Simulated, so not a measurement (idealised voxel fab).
Presented below is a process module, voxel released beams.
Cross-section cut: width 250 nm, square cells of 5 nm.
This document writes a cross-section as a grid whose cells are square, and gives it as bands, listed from the top down; one or more rows of cells form a band.
Read a band's entry like this: the first values are the height of its top and the height of its bottom in nm, and what follows is the sequence of materials from left to right, each with its width in nm. Note that "blank" is empty space, and that a single material marked "everywhere" reaches across the band from edge to edge.
The reference from which all heights are counted is 0, the level beneath which the as-received wafer is entirely one material; the lowest band, having no lower bound, proceeds downward and is written after the example "top 0, no bottom".
A width given as "30->40" starts at the first number in the band's top row and ends at the second number in its bottom row, shifting by an equal amount at every step from row to row.
Any step labelled "changes: none" changed none of the cells in the cross-section.
Reported under the label "Closed empty spaces" are the empty spaces having no open way to the top and comprising 8 cells or more; the notation for each is width x height at distance, in which the distance is measured from the left edge and all three values are in nm.
Step line, after settings: the simulator's comment on this step.
What "overlay nm" on a step's line means: if the step has a mask, that mask lay this far to the right of its planned place, or, when the value is negative, to the left.

THIS SECTION LISTS THE PROCESS STEPS THAT WERE PLANNED
- 1: op RECEIVE | material Si
- 2: op CONFORMAL_DEP | material Al2O3 | thk nm 10
- 3: op DIRECTIONAL_DEP | material SiO2 | thk nm 15
- 4: op MASKED_ETCH | tone open | mask id ANCHOR | width nm 25 | etch materials SiO2 | depth nm 15 | overlay nm 0
- 5: op CONFORMAL_DEP | material W | thk nm 10
- 6: op DIRECTIONAL_DEP | material aC | thk nm 15
- 7: op PATTERN | tone cover | mask id BEAM | material resist | width nm 110 | thk nm 30 | overlay nm 0
- 8: op DIRECTIONAL_ETCH | etch materials aC | depth nm 5
- 9: op STRIP | etch materials resist
- 10: op DIRECTIONAL_ETCH | etch materials W | depth nm 10
- 11: op STRIP | etch materials aC
- 12: op STRIP | etch materials SiO2
Variable across wafers: step 8 depth nm (plan value is that of the first wafer; starting state common to all).

AFTER STEP 1, AS RECEIVED: FIRST OF SEVERAL WAFERS, CROSS-SECTION
> top 0, no bottom  Si everywhere
> Closed empty spaces: none

ROWS = WAFERS. AT MODULE END, EACH ROW LISTS PER MATERIAL THE CELLS GAINED (+) OR LOST (-) SINCE THE WAFER WAS RECEIVED, THEN THE CLOSED VOIDS
depth nm 5; +100 Al2O3; +135 SiO2; +112 W; Closed empty spaces: none
depth nm 10; +100 Al2O3; +135 SiO2; +112 W; Closed empty spaces: none
depth nm 15; +100 Al2O3; +56 W; Closed empty spaces: none
depth nm 20; +100 Al2O3; +56 W; Closed empty spaces: none
depth nm 25; +100 Al2O3; +56 W; Closed empty spaces: none
depth nm 30; +100 Al2O3; +56 W; Closed empty spaces: none
